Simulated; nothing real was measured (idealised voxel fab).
You're looking at the process module voxel self aligned contacts.
The figure presents cross-section cut, which has a width of 300 nm and is divided into square cells with an edge length of 5 nm.
A cross-section in this document is a grid of square cells, and it is written down as bands, the top band listed before the ones below it; a band is made up of one or more rows of cells. Within each band entry, the heights of the top and of the bottom of the band appear first, in that order and in nm; the materials of the band then follow from left to right, each with its corresponding width in nm. The designation "edge to edge" on a single material indicates that it fills the band from edge to edge; the designation "empty" indicates empty space. Where do heights start? At 0: under that level the wafer as delivered is made of one material only. And the lowest band has no floor; it just carries on downward, as in "0 -> down". So if you see something like "30->40" for the width, read it as the top row of the band sitting at the first number and the bottom row at the second, with every row in between moving by the same amount as the last. Where the words "nothing different" appear for a step, the cross-section shows no cell changed by that step; every cell remained as before. This entry, "Completely sealed voids", enumerates those empty regions of no fewer than 8 cells that possess no open connection to the top. Each region is reported in the form width x height at distance, the distance being taken from the left edge, with all three quantities expressed in nm. The remark found on a step's line after its settings is issued by the simulator itself and pertains to that step. Each step line may optionally specify "overlay nm", which for a step with a mask gives the rightward distance between the mask's planned place and where it lay, a negative value indicating the leftward direction.
Intended process steps:
1 RECEIVE, material Si
2 OXIDIZE, depth nm 5
3 DIRECTIONAL_DEP, material polySi, thk nm 30
4 DIRECTIONAL_DEP, material SiN, thk nm 15
5 DIRECTIONAL_DEP, material aC, thk nm 15
6 PATTERN, tone cover, mask id GATE, material resist, width nm 30, pitch nm 55, thk nm 30, overlay nm 0
7 DIRECTIONAL_ETCH, etch materials aC, depth nm 15
8 STRIP, etch materials resist
9 DIRECTIONAL_ETCH, etch materials SiN, depth nm 15
10 DIRECTIONAL_ETCH, etch materials polySi, depth nm 30
11 STRIP, etch materials aC
12 CONFORMAL_DEP, material SiN, thk nm 5
13 DIRECTIONAL_ETCH, etch materials SiN, depth nm 5
14 FILL_DEP, material SiO2, thk nm 15
15 CMP, height nm 50
16 MASKED_ETCH, tone open, mask id CONTACT, width nm 35, etch materials SiO2, depth nm 55, overlay nm 0
17 CONFORMAL_DEP, material TiN, thk nm 5
18 FILL_DEP, material Ru, thk nm 5
19 CMP, height nm 50
20 CONFORMAL_DEP, material SiCN, thk nm 5
So, the first of our two wafers, run just as we planned it:
As-received state of the wafer in cross-section, equivalent to post-step 1:
- 0 -> down | Si edge to edge
- Completely sealed voids: none
Wafer section view after processing step 2:
- 0 -> -5 | SiO2 edge to edge
- Beneath the level -5, the cross-section is identical to its previous state.
Wafer section view after processing step 3:
- 30 -> 0 | polySi edge to edge
- Beneath the level 0, the cross-section is identical to its previous state.
Wafer section view after processing step 4:
- 45 -> 30 | SiN edge to edge
- Beneath the level 30, the cross-section is identical to its previous state.
Wafer section view after processing step 5:
- 60 -> 45 | aC edge to edge
- Beneath the level 45, the cross-section is identical to its previous state.
Wafer section view after processing step 6:
- 90 -> 60 | empty: 105; resist: 30; empty: 25; resist: 30; empty: 110
- Beneath the level 60, the cross-section is identical to its previous state.
Wafer section view after processing step 7:
- 75 -> 60 | empty: 105; resist: 30; empty: 25; resist: 30; empty: 110
- 60 -> 45 | empty: 105; aC: 30; empty: 25; aC: 30; empty: 110
- Beneath the level 45, the cross-section is identical to its previous state.
Wafer section view after processing step 8:
- 60 -> 45 | empty: 105; aC: 30; empty: 25; aC: 30; empty: 110
- Beneath the level 45, the cross-section is identical to its previous state.
Wafer section view after processing step 9:
- 60 -> 45 | empty: 105; aC: 30; empty: 25; aC: 30; empty: 110
- 45 -> 30 | empty: 105; SiN: 30; empty: 25; SiN: 30; empty: 110
- Beneath the level 30, the cross-section is identical to its previous state.
Wafer section view after processing step 10:
- 60 -> 45 | empty: 105; aC: 30; empty: 25; aC: 30; empty: 110
- 45 -> 30 | empty: 105; SiN: 30; empty: 25; SiN: 30; empty: 110
- 30 -> 0 | empty: 105; polySi: 30; empty: 25; polySi: 30; empty: 110
- Beneath the level 0, the cross-section is identical to its previous state.
Wafer section view after processing step 11:
- 45 -> 30 | empty: 105; SiN: 30; empty: 25; SiN: 30; empty: 110
- Beneath the level 30, the cross-section is identical to its previous state.
Wafer section view after processing step 12:
- 50 -> 30 | empty: 100; SiN: 40; empty: 15; SiN: 40; empty: 105
- 30 -> 5 | empty: 100; SiN: 5; polySi: 30; SiN: 5; empty: 15; SiN: 5; polySi: 30; SiN: 5; empty: 105
- 5 -> 0 | SiN: 105; polySi: 30; SiN: 25; polySi: 30; SiN: 110
- Beneath the level 0, the cross-section is identical to its previous state.
Wafer section view after processing step 13:
- 45 -> 30 | empty: 100; SiN: 40; empty: 15; SiN: 40; empty: 105
- 30 -> 0 | empty: 100; SiN: 5; polySi: 30; SiN: 5; empty: 15; SiN: 5; polySi: 30; SiN: 5; empty: 105
- Beneath the level 0, the cross-section is identical to its previous state.
Wafer section view after processing step 14:
- 60 -> 45 | SiO2 edge to edge
- 45 -> 30 | SiO2: 100; SiN: 40; SiO2: 15; SiN: 40; SiO2: 105
- 30 -> 0 | SiO2: 100; SiN: 5; polySi: 30; SiN: 5; SiO2: 15; SiN: 5; polySi: 30; SiN: 5; SiO2: 105
- Beneath the level 0, the cross-section is identical to its previous state.
Wafer section view after processing step 15:
- 50 -> 45 | SiO2 edge to edge
- Beneath the level 45, the cross-section is identical to its previous state.
Wafer section view after processing step 16:
- 50 -> 45 | SiO2: 130; empty: 35; SiO2: 135
- 45 -> 30 | SiO2: 100; SiN: 40; empty: 15; SiN: 40; SiO2: 105
- 30 -> 0 | SiO2: 100; SiN: 5; polySi: 30; SiN: 5; empty: 15; SiN: 5; polySi: 30; SiN: 5; SiO2: 105
- 0 -> -5 | SiO2: 140; empty: 15; SiO2: 145
- Beneath the level -5, the cross-section is identical to its previous state.
Wafer section view after processing step 17:
- 55 -> 50 | TiN: 135; empty: 25; TiN: 140
- 50 -> 45 | SiO2: 130; TiN: 15; empty: 5; TiN: 15; SiO2: 135
- 45 -> 30 | SiO2: 100; SiN: 40; TiN: 5; empty: 5; TiN: 5; SiN: 40; SiO2: 105
- 30 -> 0 | SiO2: 100; SiN: 5; polySi: 30; SiN: 5; TiN: 5; empty: 5; TiN: 5; SiN: 5; polySi: 30; SiN: 5; SiO2: 105
- 0 -> -5 | SiO2: 140; TiN: 15; SiO2: 145
- Beneath the level -5, the cross-section is identical to its previous state.
Wafer section view after processing step 18:
- 60 -> 55 | Ru edge to edge
- 55 -> 50 | TiN: 135; Ru: 25; TiN: 140
- 50 -> 45 | SiO2: 130; TiN: 15; Ru: 5; TiN: 15; SiO2: 135
- 45 -> 30 | SiO2: 100; SiN: 40; TiN: 5; Ru: 5; TiN: 5; SiN: 40; SiO2: 105
- 30 -> 0 | SiO2: 100; SiN: 5; polySi: 30; SiN: 5; TiN: 5; Ru: 5; TiN: 5; SiN: 5; polySi: 30; SiN: 5; SiO2: 105
- Beneath the level 0, the cross-section is identical to its previous state.
Wafer section view after processing step 19:
- 50 -> 45 | SiO2: 130; TiN: 15; Ru: 5; TiN: 15; SiO2: 135
- Beneath the level 45, the cross-section is identical to its previous state.
Wafer section view after processing step 20:
- 55 -> 50 | SiCN edge to edge
- Beneath the level 50, the cross-section is identical to its previous state.
The Second Wafer: Common Origin and Plan, One Mistake in Execution, Identical to the First Through Step 15:
Cross-sectional representation of the second wafer at the time designated in the plan for the completion of step 16:
- 50 -> 45 | SiO2: 135; empty: 25; SiO2: 140
- 45 -> 30 | SiO2: 100; SiN: 40; empty: 15; SiN: 40; SiO2: 105
- 30 -> 0 | SiO2: 100; SiN: 5; polySi: 30; SiN: 5; empty: 15; SiN: 5; polySi: 30; SiN: 5; SiO2: 105
- 0 -> -5 | SiO2: 140; empty: 15; SiO2: 145
- Beneath the level -5, the cross-section is identical to its previous state.
Cross-sectional representation of the second wafer at the time designated in the plan for the completion of step 17:
- 55 -> 50 | TiN: 140; empty: 15; TiN: 145
- 50 -> 45 | SiO2: 135; TiN: 10; empty: 5; TiN: 10; SiO2: 140
- 45 -> 30 | SiO2: 100; SiN: 40; TiN: 5; empty: 5; TiN: 5; SiN: 40; SiO2: 105
- 30 -> 0 | SiO2: 100; SiN: 5; polySi: 30; SiN: 5; TiN: 5; empty: 5; TiN: 5; SiN: 5; polySi: 30; SiN: 5; SiO2: 105
- 0 -> -5 | SiO2: 140; TiN: 15; SiO2: 145
- Beneath the level -5, the cross-section is identical to its previous state.
Cross-sectional representation of the second wafer at the time designated in the plan for the completion of step 18:
- 60 -> 55 | Ru edge to edge
- 55 -> 50 | TiN: 140; Ru: 15; TiN: 145
- 50 -> 45 | SiO2: 135; TiN: 10; Ru: 5; TiN: 10; SiO2: 140
- 45 -> 30 | SiO2: 100; SiN: 40; TiN: 5; Ru: 5; TiN: 5; SiN: 40; SiO2: 105
- 30 -> 0 | SiO2: 100; SiN: 5; polySi: 30; SiN: 5; TiN: 5; Ru: 5; TiN: 5; SiN: 5; polySi: 30; SiN: 5; SiO2: 105
- Beneath the level 0, the cross-section is identical to its previous state.
Cross-sectional representation of the second wafer at the time designated in the plan for the completion of step 19:
- 50 -> 45 | SiO2: 135; TiN: 10; Ru: 5; TiN: 10; SiO2: 140
- Beneath the level 45, the cross-section is identical to its previous state.
Cross-sectional representation of the second wafer at the time designated in the plan for the completion of step 20:
- 55 -> 50 | SiCN edge to edge
- Beneath the level 50, the cross-section is identical to its previous state.
What was done differently from what was planned? off-plan run, step 16, actual operation and settings MASKED_ETCH, tone open, mask id CONTACT, width nm 25, etch materials SiO2, depth nm 55, overlay nm 0
Final difference in cells, second wafer against first, listed per material as more or fewer: SiO2 +2; TiN -2
